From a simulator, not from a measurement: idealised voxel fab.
process module | voxel self aligned contacts
cross-section cut | 280 nm wide | cells 5 nm
A cross-section is a grid of square cells, given in bands from the top down. A band is one or more rows of cells.
Each band's line starts with the height of the band's top and of its bottom, in nm. Then come its materials from left to right, each with its width in nm. One material with "throughout" fills the band from edge to edge. "air" is empty space.
Height 0 is the level under which the wafer as received is all one material. The lowest band goes on downwards, as in "0 down".
A width such as "30 to 40" changes by the same amount from each row of cells to the next, from the band's top row to its bottom row.
"no change" after a step means that no cell of the cross-section changed.
closed voids: empty space of 8 cells or more with no open way to the top, each as width x height at its distance from the left edge, in nm
after a step's settings: what the simulator itself notes on the step
overlay nm, on a step with a mask: how far to the right of its planned place the mask lay; to the left if negative
plan
1 op RECEIVE | material Si
2 op CONFORMAL_DEP | material SiO2 | thk nm 5
3 op DIRECTIONAL_DEP | material polySi | thk nm 25
4 op DIRECTIONAL_DEP | material SiN | thk nm 20
5 op DIRECTIONAL_DEP | material aC | thk nm 10
6 op PATTERN | tone cover | mask id GATE | material resist | width nm 35 | pitch nm 70 | thk nm 25 | overlay nm 0
7 op DIRECTIONAL_ETCH | etch materials aC | depth nm 10
8 op STRIP | etch materials resist
9 op DIRECTIONAL_ETCH | etch materials SiN | depth nm 20
10 op DIRECTIONAL_ETCH | etch materials polySi | depth nm 25
11 op STRIP | etch materials aC
12 op CONFORMAL_DEP | material SiN | thk nm 5
13 op DIRECTIONAL_ETCH | etch materials SiN | depth nm 5
14 op FILL_DEP | material SiO2 | thk nm 10
15 op CMP | height nm 55
16 op DIRECTIONAL_DEP | material aC | thk nm 10
17 op PATTERN | tone open | mask id CONTACT | material resist | width nm 55 | pitch nm 70 | thk nm 25 | overlay nm 0
18 op DIRECTIONAL_ETCH | etch materials aC | depth nm 10
19 op STRIP | etch materials resist
20 op DIRECTIONAL_ETCH | etch materials SiO2 | depth nm 55
21 op STRIP | etch materials aC
22 op CONFORMAL_DEP | material TiN | thk nm 5
23 op FILL_DEP | material Ru | thk nm 10
24 op CMP | height nm 55
25 op CONFORMAL_DEP | material SiN | thk nm 5
as received, after step 1
  0 down: Si throughout
  closed voids: none
a wafer at the end: this start, this plan, one mistake
  60 to 55: SiN throughout
  55 to 50: SiO2 75 | TiN 20 | SiO2 15 | TiN 20 | SiO2 15 | TiN 20 | SiO2 15 | TiN 20 | SiO2 80
  50 to 30: SiO2 45 | SiN 45 | TiN 5 | SiO2 15 | TiN 5 | SiN 45 | TiN 5 | SiO2 15 | TiN 5 | SiN 45 | SiO2 50
  30 to 5: SiO2 45 | SiN 5 | polySi 35 | SiN 5 | TiN 5 | SiO2 15 | TiN 5 | SiN 5 | polySi 35 | SiN 5 | TiN 5 | SiO2 15 | TiN 5 | SiN 5 | polySi 35 | SiN 5 | SiO2 50
  5 to 0: SiO2 90 | TiN 25 | SiO2 45 | TiN 25 | SiO2 95
  0 down: Si throughout
  closed voids: none
what went wrong: step 23 ran as: op FILL_DEP | material SiO2 | thk nm 10
